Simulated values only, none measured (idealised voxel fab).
Process module heading - voxel self aligned vias
The cross-section shown here is cut; it is 205 nm wide and divided into square cells measuring 5 nm on a side.
Cross-section format: a grid of square cells, given as bands from top to bottom; each band is one or more rows of cells. A band entry consists of two parts. The first gives the height of the band's top and the height of its bottom, in nm. The rest lists the band's materials from left to right, each with its width in nm. A single material labelled with the word "all across" fills the band from edge to edge, and the word "blank" marks empty space. Below 0: as-received wafer, all one material; heights counted from there. Lowest band: no bottom, goes on down, written "z 0 and below". Graded width ("30 to 40"): value in top row of band = first number; value in bottom row = second number; row-to-row change constant. When a step is marked "nothing was modified", none of the cells in the cross-section changed during that step. The entry titled "Closed cavities" provides the empty spaces that have no open way to the top, restricted to those of 8 cells or more. Each is presented as width x height at distance, the distance being measured from the left edge, with all three in nm. Formally, on a step line, whatever follows the settings is a remark that the simulator itself makes on the step. On any step carrying a mask, the "overlay nm" setting, if present on the step's line, tells how far right of its planned place the mask lay; negative values point to the left.

LIST OF PLANNED PROCESS STEPS
1. RECEIVE [material Si]
2. CONFORMAL_DEP [material SiO2] [thk nm 15]
3. CONFORMAL_DEP [material SiCN] [thk nm 5]
4. DIRECTIONAL_DEP [material SiO2] [thk nm 20]
5. PATTERN [tone open] [mask id LINES] [material resist] [width nm 25] [pitch nm 60] [thk nm 20] [overlay nm 0]
6. DIRECTIONAL_ETCH [etch materials SiO2] [depth nm 20]
7. STRIP [etch materials resist]
8. CONFORMAL_DEP [material TiN] [thk nm 5]
9. FILL_DEP [material Ru] [thk nm 5]
10. CMP [height nm 40]
11. SELECTIVE_ETCH [etch materials W Ru TiN] [depth nm 5]
12. FILL_DEP [material SiN] [thk nm 5]
13. CMP [height nm 40]
14. DIRECTIONAL_DEP [material SiO2] [thk nm 15]
15. MASKED_ETCH [tone open] [mask id VIAS] [width nm 45] [pitch nm 60] [etch materials SiO2] [depth nm 15] [overlay nm 0]
16. MASKED_ETCH [tone open] [mask id VIAS] [width nm 45] [pitch nm 60] [etch materials SiN] [depth nm 5] [overlay nm 0]
17. CONFORMAL_DEP [material TiN] [thk nm 5]
18. FILL_DEP [material W] [thk nm 5]
19. CMP [height nm 55]
20. CONFORMAL_DEP [material SiN] [thk nm 5]

INCOMING WAFER, CROSS-SECTIONAL VIEW, POST STEP 1
  z 0 and below | Si all across
  Closed cavities: none

FINAL WAFER PROFILE IN CROSS-SECTION AFTER THE MODULE, FROM THE SAME START AND PLAN AS ABOVE, WITH ONE MISTAKE MADE DURING PROCESSING
  z 60 to 55 | SiN all across
  z 55 to 45 | SiO2: 15, then TiN: 5, then W: 35, then TiN: 5, then SiO2: 15, then TiN: 5, then W: 35, then TiN: 5, then SiO2: 15, then TiN: 5, then W: 35, then TiN: 5, then SiO2: 25
  z 45 to 40 | SiO2: 15, then TiN: 20, then W: 15, then TiN: 10, then SiO2: 15, then TiN: 20, then W: 15, then TiN: 10, then SiO2: 15, then TiN: 20, then W: 15, then TiN: 10, then SiO2: 25
  z 40 to 35 | SiO2: 30, then TiN: 25, then SiO2: 35, then TiN: 25, then SiO2: 35, then TiN: 25, then SiO2: 30
  z 35 to 25 | SiO2: 30, then TiN: 5, then Ru: 15, then TiN: 5, then SiO2: 35, then TiN: 5, then Ru: 15, then TiN: 5, then SiO2: 35, then TiN: 5, then Ru: 15, then TiN: 5, then SiO2: 30
  z 25 to 20 | SiO2: 30, then TiN: 25, then SiO2: 35, then TiN: 25, then SiO2: 35, then TiN: 25, then SiO2: 30
  z 20 to 15 | SiCN all across
  z 15 to 0 | SiO2 all across
  z 0 and below | Si all across
  Closed cavities: none
Want to know what went wrong? for step 15, the planned setting was not used; the step was instead run as MASKED_ETCH [tone open] [mask id VIAS] [width nm 45] [pitch nm 60] [etch materials SiO2] [depth nm 15] [overlay nm -5]
